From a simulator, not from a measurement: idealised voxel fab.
process module | voxel ribs on slabs
cross-section cut | 200 nm wide | cells 5 nm
A cross-section is a grid of square cells, given in bands from the top down. A band is one or more rows of cells.
Each band's line starts with the height of the band's top and of its bottom, in nm. Then come its materials from left to right, each with its width in nm. One material with "throughout" fills the band from edge to edge. "air" is empty space.
Height 0 is the level under which the wafer as received is all one material. The lowest band goes on downwards, as in "0 down".
A width such as "30 to 40" changes by the same amount from each row of cells to the next, from the band's top row to its bottom row.
"no change" after a step means that no cell of the cross-section changed.
closed voids: empty space of 8 cells or more with no open way to the top, each as width x height at its distance from the left edge, in nm
after a step's settings: what the simulator itself notes on the step
overlay nm, on a step with a mask: how far to the right of its planned place the mask lay; to the left if negative
plan
1 op RECEIVE | material Si
2 op DIRECTIONAL_DEP | material SiO2 | thk nm 30
3 op DIRECTIONAL_DEP | material SiN | thk nm 25
4 op MASKED_ETCH | tone cover | mask id RIB | width nm 20 | etch materials SiN | depth nm 5 | overlay nm 0
5 op PATTERN | tone cover | mask id SLAB | material resist | width nm 80 | thk nm 20 | overlay nm 0
6 op DIRECTIONAL_ETCH | etch materials SiN | depth nm 20
7 op STRIP | etch materials resist
8 op FILL_DEP | material SiO2 | thk nm 15
9 op CMP | height nm 65
10 op DIRECTIONAL_DEP | material TiN | thk nm 10
11 op MASKED_ETCH | tone cover | mask id HEATER | width nm 30 | etch materials TiN | depth nm 10 | overlay nm 0
12 op CONFORMAL_DEP | material SiN | thk nm 10
as received, after step 1
  0 down: Si throughout
  closed voids: none
first wafer at the end, as planned
  85 to 75: air 75 | SiN 50 | air 75
  75 to 65: SiN 85 | TiN 30 | SiN 85
  65 to 55: SiO2 throughout
  55 to 50: SiO2 90 | SiN 20 | SiO2 90
  50 to 30: SiO2 60 | SiN 80 | SiO2 60
  30 to 0: SiO2 throughout
  0 down: Si throughout
  closed voids: none
second wafer at the end: like start, like plan, one mistake
  85 to 75: air 75 | SiN 50 | air 75
  75 to 65: SiN 85 | TiN 30 | SiN 85
  65 to 55: SiO2 throughout
  55 to 50: SiO2 90 | SiN 20 | SiO2 90
  50 to 30: SiO2 65 | SiN 80 | SiO2 55
  30 to 0: SiO2 throughout
  0 down: Si throughout
  closed voids: none
what went wrong: step 5 ran as: op PATTERN | tone cover | mask id SLAB | material resist | width nm 80 | thk nm 20 | overlay nm 5
at the end the second wafer has, in cells: as many of each material as the first, in other places
